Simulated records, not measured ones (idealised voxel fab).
A process module follows: voxel self aligned vias.
Section cut is 255 nm wide and gridded with 5 nm square cells.
For the purposes of this document, a cross-section shall be understood as a grid of square cells, specified as bands listed in top-to-bottom order, each band consisting of one or more rows of cells.
Top height, bottom height, nm. Materials left to right, width each, nm. Single material + "everywhere" = fills band edge to edge. "empty" = empty.
Heights are measured from 0, the level below which the as-received wafer is all one material; the lowest band has no bottom and continues downward, written as in "0 and below".
The two numbers in a width such as "30..40" mark its ends across the band: the first belongs to the top row of cells, the second to the bottom row, and from each row to the next the width moves by the same amount.
What does "no modifications" mean for a step? It means no cell of the cross-section changed in that step.
Reported under the label "Catalogued sealed voids" are the empty spaces having no open way to the top and comprising 8 cells or more; the notation for each is width x height at distance, in which the distance is measured from the left edge and all three values are in nm.
Read whatever lies past the settings on a step's line as the simulator's own remark about the step.
If you see "overlay nm" on a step's line and that step has a mask, it's telling you how far right of where it was planned the mask ended up; a negative number means it went left instead.
The process steps that were planned are listed below:
1) RECEIVE: material Si
2) CONFORMAL_DEP: material SiO2, thk nm 15
3) CONFORMAL_DEP: material SiCN, thk nm 5
4) DIRECTIONAL_DEP: material SiO2, thk nm 25
5) PATTERN: tone open, mask id LINES, material resist, width nm 20, pitch nm 70, thk nm 20, overlay nm 0
6) DIRECTIONAL_ETCH: etch materials SiO2, depth nm 25
7) STRIP: etch materials resist
8) CONFORMAL_DEP: material TiN, thk nm 5
9) FILL_DEP: material W, thk nm 5
10) CMP: height nm 45
11) SELECTIVE_ETCH: etch materials W Ru TiN, depth nm 5
12) FILL_DEP: material SiN, thk nm 5
13) CMP: height nm 45
14) DIRECTIONAL_DEP: material SiO2, thk nm 20
15) PATTERN: tone open, mask id VIAS, material resist, width nm 40, pitch nm 70, thk nm 20, overlay nm 0
16) DIRECTIONAL_ETCH: etch materials SiO2, depth nm 20
17) DIRECTIONAL_ETCH: etch materials SiN, depth nm 5
18) STRIP: etch materials resist
19) CONFORMAL_DEP: material TiN, thk nm 5
20) FILL_DEP: material W, thk nm 5
21) CMP: height nm 65
22) CONFORMAL_DEP: material SiN, thk nm 5
All wafers enter the flow in the same state. The width nm at step 5 differs from wafer to wafer, and the plan gives the value for the first wafer.
The first of several wafers in cross-section, exactly as it reached us after step 1:
0 and below  Si everywhere
Catalogued sealed voids: none
Once step 22, the last step, is complete, the module is at its end; this is the cross-section of the first of several wafers:
70 down to 65  SiN everywhere
65 down to 50  70 nm SiO2, then 5 nm TiN, then 30 nm W, then 5 nm TiN, then 30 nm SiO2, then 5 nm TiN, then 30 nm W, then 5 nm TiN, then 75 nm SiO2
50 down to 45  70 nm SiO2, then 15 nm TiN, then 10 nm W, then 15 nm TiN, then 30 nm SiO2, then 15 nm TiN, then 10 nm W, then 15 nm TiN, then 75 nm SiO2
45 down to 40  80 nm SiO2, then 20 nm TiN, then 50 nm SiO2, then 20 nm TiN, then 85 nm SiO2
40 down to 25  80 nm SiO2, then 5 nm TiN, then 10 nm W, then 5 nm TiN, then 50 nm SiO2, then 5 nm TiN, then 10 nm W, then 5 nm TiN, then 85 nm SiO2
25 down to 20  80 nm SiO2, then 20 nm TiN, then 50 nm SiO2, then 20 nm TiN, then 85 nm SiO2
20 down to 15  SiCN everywhere
15 down to 0  SiO2 everywhere
0 and below  Si everywhere
Catalogued sealed voids: none
Sectional view of the last wafer upon completion of the module:
70 down to 65  SiN everywhere
65 down to 45  70 nm SiO2, then 5 nm TiN, then 30 nm W, then 5 nm TiN, then 30 nm SiO2, then 5 nm TiN, then 30 nm W, then 5 nm TiN, then 75 nm SiO2
45 down to 40  70 nm SiO2, then 40 nm TiN, then 5 nm SiN, then 25 nm SiO2, then 40 nm TiN, then 5 nm SiN, then 70 nm SiO2
40 down to 25  70 nm SiO2, then 5 nm TiN, then 35 nm W, then 5 nm TiN, then 25 nm SiO2, then 5 nm TiN, then 35 nm W, then 5 nm TiN, then 70 nm SiO2
25 down to 20  70 nm SiO2, then 45 nm TiN, then 25 nm SiO2, then 45 nm TiN, then 70 nm SiO2
20 down to 15  SiCN everywhere
15 down to 0  SiO2 everywhere
0 and below  Si everywhere
Catalogued sealed voids: none
Per wafer, end of module: cells gained (+) or lost (-) per material since receipt, then closed voids:
width nm 20 | +51 SiCN | +51 SiN | +508 SiO2 | +52 TiN | +52 W | Catalogued sealed voids: none
width nm 25 | +51 SiCN | +51 SiN | +498 SiO2 | +54 TiN | +60 W | Catalogued sealed voids: none
width nm 30 | +51 SiCN | +51 SiN | +488 SiO2 | +56 TiN | +68 W | Catalogued sealed voids: none
width nm 35 | +51 SiCN | +51 SiN | +478 SiO2 | +58 TiN | +76 W | Catalogued sealed voids: none
width nm 40 | +51 SiCN | +51 SiN | +468 SiO2 | +60 TiN | +84 W | Catalogued sealed voids: none
width nm 45 | +51 SiCN | +53 SiN | +458 SiO2 | +62 TiN | +90 W | Catalogued sealed voids: none
